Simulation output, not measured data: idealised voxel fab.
Process module heading - voxel plated lines
We display cut, a cross-section 245 nm in width whose square cells are each 5 nm.
In what follows, cross-sections appear as grids of square cells, described through bands that run from the top down, where every band is one or more rows of cells. Heads up on the band format: heights come first, top then bottom, in nm. After that it's the materials left to right, each with its width in nm. A single material flagged "full width" fills the whole band edge to edge, and "blank" means there's empty space there. Zero point of the height axis is 0; under it, received wafer = one material. Lowest band: continues down indefinitely, "0 nm and below". Quick explanation for "30->40": the width changes in equal steps down the rows of cells, from the first number in the band's top row to the second number in its bottom row. A step reported as "no change" is a step in which no cell of the cross-section changed. "Closed internal cavities" - sealed voids, min. 8 cells, no opening to top; format: width x height at distance (distance from left edge; nm throughout). That trailing text on a step's line, after the settings, is the simulator's own remark on the step. The setting "overlay nm" may be written on the line of a step. When the step uses a mask, the value reports how far to the right of the planned place the mask lay, and a negative value reports that it lay to the left.
-- Set out below are the planned steps of the process
- 1: op RECEIVE | material Si
- 2: op CONFORMAL_DEP | material SiO2 | thk nm 10
- 3: op DIRECTIONAL_DEP | material TiN | thk nm 5
- 4: op PATTERN | tone open | mask id LINES | material resist | width nm 15 | pitch nm 35 | thk nm 25 | overlay nm 0
- 5: op EPI | material Ru | thk nm 5
- 6: op EPI | material Ru | thk nm 10
- 7: op STRIP | etch materials resist
- 8: op DIRECTIONAL_ETCH | etch materials TiN | depth nm 5
- 9: op CONFORMAL_DEP | material SiCN | thk nm 5
-- The first of two wafers, run as planned
-- Delivered wafer in cross-section: state after step 1
	0 nm and below: Si full width
	Closed internal cavities: none
-- Step 2 done - wafer cross-section
	10 nm to 0 nm: SiO2 full width
	Below 0, the layers are the same as they were.
-- Step 3 done - wafer cross-section
	15 nm to 10 nm: TiN full width
	Below 10, the layers are the same as they were.
-- Step 4 done - wafer cross-section
	40 nm to 15 nm: 95 of resist, then 15 of blank, then 20 of resist, then 15 of blank, then 100 of resist
	Below 15, the layers are the same as they were.
-- Step 5 done - wafer cross-section
	40 nm to 20 nm: 95 of resist, then 15 of blank, then 20 of resist, then 15 of blank, then 100 of resist
	20 nm to 15 nm: 95 of resist, then 15 of Ru, then 20 of resist, then 15 of Ru, then 100 of resist
	Below 15, the layers are the same as they were.
-- Step 6 done - wafer cross-section
	40 nm to 30 nm: 95 of resist, then 15 of blank, then 20 of resist, then 15 of blank, then 100 of resist
	30 nm to 15 nm: 95 of resist, then 15 of Ru, then 20 of resist, then 15 of Ru, then 100 of resist
	Below 15, the layers are the same as they were.
-- Step 7 done - wafer cross-section
	30 nm to 15 nm: 95 of blank, then 15 of Ru, then 20 of blank, then 15 of Ru, then 100 of blank
	Below 15, the layers are the same as they were.
-- Step 8 done - wafer cross-section
	30 nm to 15 nm: 95 of blank, then 15 of Ru, then 20 of blank, then 15 of Ru, then 100 of blank
	15 nm to 10 nm: 95 of blank, then 15 of TiN, then 20 of blank, then 15 of TiN, then 100 of blank
	Below 10, the layers are the same as they were.
-- Step 9 done - wafer cross-section
	35 nm to 30 nm: 90 of blank, then 25 of SiCN, then 10 of blank, then 25 of SiCN, then 95 of blank
	30 nm to 15 nm: 90 of blank, then 5 of SiCN, then 15 of Ru, then 5 of SiCN, then 10 of blank, then 5 of SiCN, then 15 of Ru, then 5 of SiCN, then 95 of blank
	15 nm to 10 nm: 95 of SiCN, then 15 of TiN, then 20 of SiCN, then 15 of TiN, then 100 of SiCN
	Below 10, the layers are the same as they were.
-- Second wafer. Start and plan as for the first. One mistake made in running. Agrees with the first up to and including step 3
-- Second wafer: cross-section at the scheduled end of step 4
	40 nm to 15 nm: 95 of resist, then 20 of blank, then 15 of resist, then 20 of blank, then 95 of resist
	Below 15, the layers are the same as they were.
-- Second wafer: cross-section at the scheduled end of step 5
	40 nm to 20 nm: 95 of resist, then 20 of blank, then 15 of resist, then 20 of blank, then 95 of resist
	20 nm to 15 nm: 95 of resist, then 20 of Ru, then 15 of resist, then 20 of Ru, then 95 of resist
	Below 15, the layers are the same as they were.
-- Second wafer: cross-section at the scheduled end of step 6
	40 nm to 30 nm: 95 of resist, then 20 of blank, then 15 of resist, then 20 of blank, then 95 of resist
	30 nm to 15 nm: 95 of resist, then 20 of Ru, then 15 of resist, then 20 of Ru, then 95 of resist
	Below 15, the layers are the same as they were.
-- Second wafer: cross-section at the scheduled end of step 7
	30 nm to 15 nm: 95 of blank, then 20 of Ru, then 15 of blank, then 20 of Ru, then 95 of blank
	Below 15, the layers are the same as they were.
-- Second wafer: cross-section at the scheduled end of step 8
	30 nm to 15 nm: 95 of blank, then 20 of Ru, then 15 of blank, then 20 of Ru, then 95 of blank
	15 nm to 10 nm: 95 of blank, then 20 of TiN, then 15 of blank, then 20 of TiN, then 95 of blank
	Below 10, the layers are the same as they were.
-- Second wafer: cross-section at the scheduled end of step 9
	35 nm to 30 nm: 90 of blank, then 30 of SiCN, then 5 of blank, then 30 of SiCN, then 90 of blank
	30 nm to 15 nm: 90 of blank, then 5 of SiCN, then 20 of Ru, then 5 of SiCN, then 5 of blank, then 5 of SiCN, then 20 of Ru, then 5 of SiCN, then 90 of blank
	15 nm to 10 nm: 95 of SiCN, then 20 of TiN, then 15 of SiCN, then 20 of TiN, then 95 of SiCN
	Below 10, the layers are the same as they were.
The mistake made against the process plan was this: contrary to plan, step 4 was performed as op PATTERN | tone open | mask id LINES | material resist | width nm 20 | pitch nm 35 | thk nm 25 | overlay nm 0
Materials where the second wafer ends with more or fewer cells than the first: Ru: 6 more; TiN: 2 more
